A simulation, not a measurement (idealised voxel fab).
process module | voxel trench capacitor
cross-section cut | 205 nm wide | cells 5 nm
A cross-section is a grid of square cells, given in bands from the top down. A band is one or more rows of cells.
Each band's line starts with the height of the band's top and of its bottom, in nm. Then come its materials from left to right, each with its width in nm. One material with "throughout" fills the band from edge to edge. "air" is empty space.
Height 0 is the level under which the wafer as received is all one material. The lowest band goes on downwards, as in "0 down".
A width such as "30 to 40" changes by the same amount from each row of cells to the next, from the band's top row to its bottom row.
"no change" after a step means that no cell of the cross-section changed.
closed voids: empty space of 8 cells or more with no open way to the top, each as width x height at its distance from the left edge, in nm
after a step's settings: what the simulator itself notes on the step
overlay nm, on a step with a mask: how far to the right of its planned place the mask lay; to the left if negative
plan
1 op RECEIVE | material Si
2 op CONFORMAL_DEP | material SiN | thk nm 10
3 op DIRECTIONAL_DEP | material aC | thk nm 15
4 op PATTERN | tone open | mask id TRENCH | material resist | width nm 25 | pitch nm 50 | thk nm 35 | overlay nm 0
5 op DIRECTIONAL_ETCH | etch materials aC | depth nm 15
6 op STRIP | etch materials resist
7 op DIRECTIONAL_ETCH | etch materials SiN | depth nm 10
8 op DIRECTIONAL_ETCH | etch materials Si | depth nm 25
9 op STRIP | etch materials aC
10 op CONFORMAL_DEP | material SiO2 | thk nm 5
11 op FILL_DEP | material polySi | thk nm 10
12 op CMP | height nm 10
as received, after step 1
  0 down: Si throughout
  closed voids: none
first wafer at the end, as planned
  10 to 0: SiN 40 | SiO2 5 | polySi 15 | SiO2 5 | SiN 25 | SiO2 5 | polySi 15 | SiO2 5 | SiN 25 | SiO2 5 | polySi 15 | SiO2 5 | SiN 40
  0 to -20: Si 40 | SiO2 5 | polySi 15 | SiO2 5 | Si 25 | SiO2 5 | polySi 15 | SiO2 5 | Si 25 | SiO2 5 | polySi 15 | SiO2 5 | Si 40
  -20 to -25: Si 40 | SiO2 25 | Si 25 | SiO2 25 | Si 25 | SiO2 25 | Si 40
  -25 down: Si throughout
  closed voids: none
second wafer at the end: like start, like plan, one mistake
  10 to 0: SiN 40 | SiO2 5 | polySi 15 | SiO2 5 | SiN 25 | SiO2 5 | polySi 15 | SiO2 5 | SiN 25 | SiO2 5 | polySi 15 | SiO2 5 | SiN 40
  0 to -25: Si 40 | SiO2 5 | polySi 15 | SiO2 5 | Si 25 | SiO2 5 | polySi 15 | SiO2 5 | Si 25 | SiO2 5 | polySi 15 | SiO2 5 | Si 40
  -25 to -30: Si 40 | SiO2 25 | Si 25 | SiO2 25 | Si 25 | SiO2 25 | Si 40
  -30 down: Si throughout
  closed voids: none
what went wrong: step 8 ran as: op DIRECTIONAL_ETCH | etch materials Si | depth nm 30
at the end the second wafer has, in cells: 15 fewer of Si | 6 more of SiO2 | 9 more of polySi
